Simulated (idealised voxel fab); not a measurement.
A process module follows: voxel ribs on slabs.
Pictured: cross-section cut, 220 nm wide, on a grid of 5 nm square cells.
In what follows, cross-sections appear as grids of square cells, described through bands that run from the top down, where every band is one or more rows of cells. The entry gives the band's vertical extent as a top height and a bottom height in nm, then its horizontal make-up as materials from left to right, each with a width in nm. "air" stands for empty space; a single material marked "throughout" fills the band edge to edge. A quick word on heights: they are counted from 0, and under that level the wafer as it came to us is one material throughout. The lowest band is different from the rest in having no bottom; it simply continues downward, written as in "z 0 and below". You'd read "30->40" like this: the band's top row of cells is as wide as the first number, its bottom row is as wide as the second, and going down, every row changes width by the same amount as the row before did. It should be understood that the words "nothing got changed", when stated for a given step, signify that the cross-section underwent no change in any of its cells during that step. Enclosed voids (no open way to top), threshold 8 cells or more, entry "Entrapped voids", notation width x height at distance, distance from left edge, nm. Text after the settings on a step's line: the simulator's own remark on that step. overlay nm: step with mask; distance mask lay right of planned place; negative value = left of planned place.

THESE ARE THE STEPS WE PLANNED FOR THE PROCESS
1: RECEIVE | material Si
2: DIRECTIONAL_DEP | material SiO2 | thk nm 20
3: DIRECTIONAL_DEP | material SiN | thk nm 25
4: DIRECTIONAL_DEP | material aC | thk nm 15
5: PATTERN | tone cover | mask id RIB | material resist | width nm 15 | thk nm 30 | overlay nm 0
6: DIRECTIONAL_ETCH | etch materials aC | depth nm 15
7: STRIP | etch materials resist
8: DIRECTIONAL_ETCH | etch materials SiN | depth nm 20
9: STRIP | etch materials aC
10: DIRECTIONAL_DEP | material aC | thk nm 10
11: PATTERN | tone cover | mask id SLAB | material resist | width nm 45 | thk nm 30 | overlay nm 0
12: DIRECTIONAL_ETCH | etch materials aC | depth nm 10
13: STRIP | etch materials resist
14: DIRECTIONAL_ETCH | etch materials SiN | depth nm 5
15: STRIP | etch materials aC
16: FILL_DEP | material SiO2 | thk nm 25
17: CMP | height nm 60
18: DIRECTIONAL_DEP | material TiN | thk nm 5
19: MASKED_ETCH | tone cover | mask id HEATER | width nm 25 | etch materials TiN | depth nm 5 | overlay nm 0
20: CONFORMAL_DEP | material SiO2 | thk nm 10

DELIVERED WAFER IN CROSS-SECTION: STATE AFTER STEP 1
z 0 and below = Si throughout
Entrapped voids: none

RESULT OF THE MODULE, CROSS-SECTIONED: START PER ABOVE, PLAN PER ABOVE, ONE ERROR IN HOW IT WAS RUN
z 80 to 75 = air=85 | SiO2=45 | air=90
z 75 to 70 = SiO2 throughout
z 70 to 65 = SiO2=95 | TiN=25 | SiO2=100
z 65 to 45 = SiO2 throughout
z 45 to 25 = SiO2=100 | SiN=15 | SiO2=105
z 25 to 20 = SiO2=85 | SiN=45 | SiO2=90
z 20 to 0 = SiO2 throughout
z 0 and below = Si throughout
Entrapped voids: none
Deviation noted in wafer processing: in deviation from the planned setting, step 17 was conducted as CMP | height nm 65
